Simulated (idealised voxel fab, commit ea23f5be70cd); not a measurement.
The following process module bears the name voxel ribs on slabs.
The figure presents cross-section cut, which has a width of 160 nm and is divided into square cells with an edge length of 5 nm.
We lay out every cross-section as a grid of square cells and spell it out in bands from the top down, where one band means one or more rows of cells. The entry gives the band's vertical extent as a top height and a bottom height in nm, then its horizontal make-up as materials from left to right, each with a width in nm. "blank" stands for empty space; a single material marked "full width" fills the band edge to edge. Note: height 0 marks the level under which the wafer is uniformly one material as received. Lowest band unbounded below, written "0..down". Graded width ("30..40"): value in top row of band = first number; value in bottom row = second number; row-to-row change constant. The designation "nothing different", where it is given for a processing step, indicates that no cell of the cross-section was altered in the course of that step. In "Enclosed internal cavities" the enclosed voids are listed, meaning empty spaces of 8 cells or larger without any opening to the top. The form is width x height at distance, distance from the left edge, units nm. That trailing text on a step's line, after the settings, is the simulator's own remark on the step. overlay nm: how far to the right of its planned place the mask lay on this masked step (negative: to the left).
Process steps foreseen in the plan
1. RECEIVE with material Si
2. DIRECTIONAL_DEP with material SiO2, thk nm 20
3. DIRECTIONAL_DEP with material polySi, thk nm 15
4. PATTERN with tone cover, mask id RIB, material resist, width nm 20, thk nm 15, overlay nm 0
5. DIRECTIONAL_ETCH with etch materials polySi, depth nm 5
6. STRIP with etch materials resist
7. PATTERN with tone cover, mask id SLAB, material resist, width nm 60, thk nm 20, overlay nm 0
8. DIRECTIONAL_ETCH with etch materials polySi, depth nm 10
9. STRIP with etch materials resist
10. FILL_DEP with material SiO2, thk nm 25
11. CMP with height nm 50
12. DIRECTIONAL_DEP with material TiN, thk nm 5
13. PATTERN with tone cover, mask id HEATER, material resist, width nm 30, thk nm 15, overlay nm 0
14. DIRECTIONAL_ETCH with etch materials TiN, depth nm 5
15. STRIP with etch materials resist
16. CONFORMAL_DEP with material SiO2, thk nm 10
Here's what the wafer looked like in cross-section when it arrived - that's after step 1
* 0..down = Si full width
* Enclosed internal cavities: none
Wafer cross-section at module end: first of two, run to plan
* 65..60 = 55 of blank  50 of SiO2  55 of blank
* 60..55 = SiO2 full width
* 55..50 = 65 of SiO2  30 of TiN  65 of SiO2
* 50..35 = SiO2 full width
* 35..30 = 70 of SiO2  20 of polySi  70 of SiO2
* 30..20 = 50 of SiO2  60 of polySi  50 of SiO2
* 20..0 = SiO2 full width
* 0..down = Si full width
* Enclosed internal cavities: none
Second wafer through the module, sectioned at the end: same beginning and same plan as the first wafer, with one mistake in carrying it out
* 65..60 = 55 of blank  50 of SiO2  55 of blank
* 60..55 = SiO2 full width
* 55..50 = 65 of SiO2  30 of TiN  65 of SiO2
* 50..15 = SiO2 full width
* 15..0 = polySi full width
* 0..down = Si full width
* Enclosed internal cavities: none
In executing the process, a mistake was made relative to the plan: so 2 and 3 got swapped relative to the plan, each ran where the other was supposed to
It is noted that, at the conclusion of processing, the second wafer exhibits a higher or lower cell count for certain materials relative to the first: SiO2: 68 fewer | polySi: 68 more
